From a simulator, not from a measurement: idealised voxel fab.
The document below concerns the process module designated voxel fin reveal.
Cross-section cut: width 230 nm, square cells of 5 nm.
The cross-sections in this document take the form of a grid made of square cells. They are written out as bands, in order from top to bottom. Each band consists of one or more rows of cells. Top, bottom (nm), then materials left to right with widths (nm); lone material tagged "edge to edge" fills the whole band edge to edge; "empty" = empty space. Heights are expressed relative to 0, this being the level below which the as-received wafer comprises one material exclusively. The lowest band is unbounded in the downward direction and is denoted as in "0 and below". The two numbers in a width such as "30..40" mark its ends across the band: the first belongs to the top row of cells, the second to the bottom row, and from each row to the next the width moves by the same amount. For the purposes of this document, the phrase "left unchanged" attached to a step denotes that no cell within the cross-section was modified by that step. What "Sealed voids" gives you is every empty space of 8 cells or more that is cut off from the top. Each appears as width x height at distance, with the distance taken from the left edge and width, height and distance all in nm. Text after the settings on a step's line: the simulator's own remark on that step. overlay nm: where the mask lay relative to plan, measured to the right, on steps with a mask; negatives go left.
Steps in the process plan:
1 op RECEIVE | material Si
2 op CONFORMAL_DEP | material SiN | thk nm 10
3 op PATTERN | tone cover | mask id FINS | material resist | width nm 15 | pitch nm 35 | thk nm 20 | overlay nm 0
4 op DIRECTIONAL_ETCH | etch materials SiN | depth nm 10
5 op DIRECTIONAL_ETCH | etch materials Si | depth nm 40
6 op STRIP | etch materials resist
7 op OXIDIZE | depth nm 5
8 op FILL_DEP | material SiO2 | thk nm 15
9 op CMP | height nm 10
10 op SELECTIVE_ETCH | etch materials SiO2 | depth nm 20
11 op STRIP | etch materials SiN
12 op CONFORMAL_DEP | material SiO2 | thk nm 5
Received-state cross-section, reflecting completion of step 1:
* 0 and below = Si edge to edge
* Sealed voids: none
First wafer at the end, as planned:
* 5 down to 0 = 90 nm empty | 15 nm SiO2 | 20 nm empty | 15 nm SiO2 | 90 nm empty
* 0 down to -5 = 90 nm empty | 5 nm SiO2 | 5 nm Si | 5 nm SiO2 | 20 nm empty | 5 nm SiO2 | 5 nm Si | 5 nm SiO2 | 90 nm empty
* -5 down to -45 = 95 nm SiO2 | 5 nm Si | 30 nm SiO2 | 5 nm Si | 95 nm SiO2
* -45 and below = Si edge to edge
* Sealed voids: none
Wafer two cross-section, module end. Start and plan unchanged from wafer one; one mistake made during the run:
* 5 down to 0 = 90 nm empty | 15 nm SiO2 | 20 nm empty | 15 nm SiO2 | 90 nm empty
* 0 down to -5 = 90 nm empty | 5 nm SiO2 | 5 nm Si | 5 nm SiO2 | 20 nm empty | 5 nm SiO2 | 5 nm Si | 5 nm SiO2 | 90 nm empty
* -5 down to -40 = 95 nm SiO2 | 5 nm Si | 30 nm SiO2 | 5 nm Si | 95 nm SiO2
* -40 and below = Si edge to edge
* Sealed voids: none
So what did we get wrong on this run? note that step 5 departed from the planned setting and was carried out as op DIRECTIONAL_ETCH | etch materials Si | depth nm 35
Bottom line after processing is that, in cells, the second wafer is up or down on some materials versus the first: Si +44, SiO2 -44
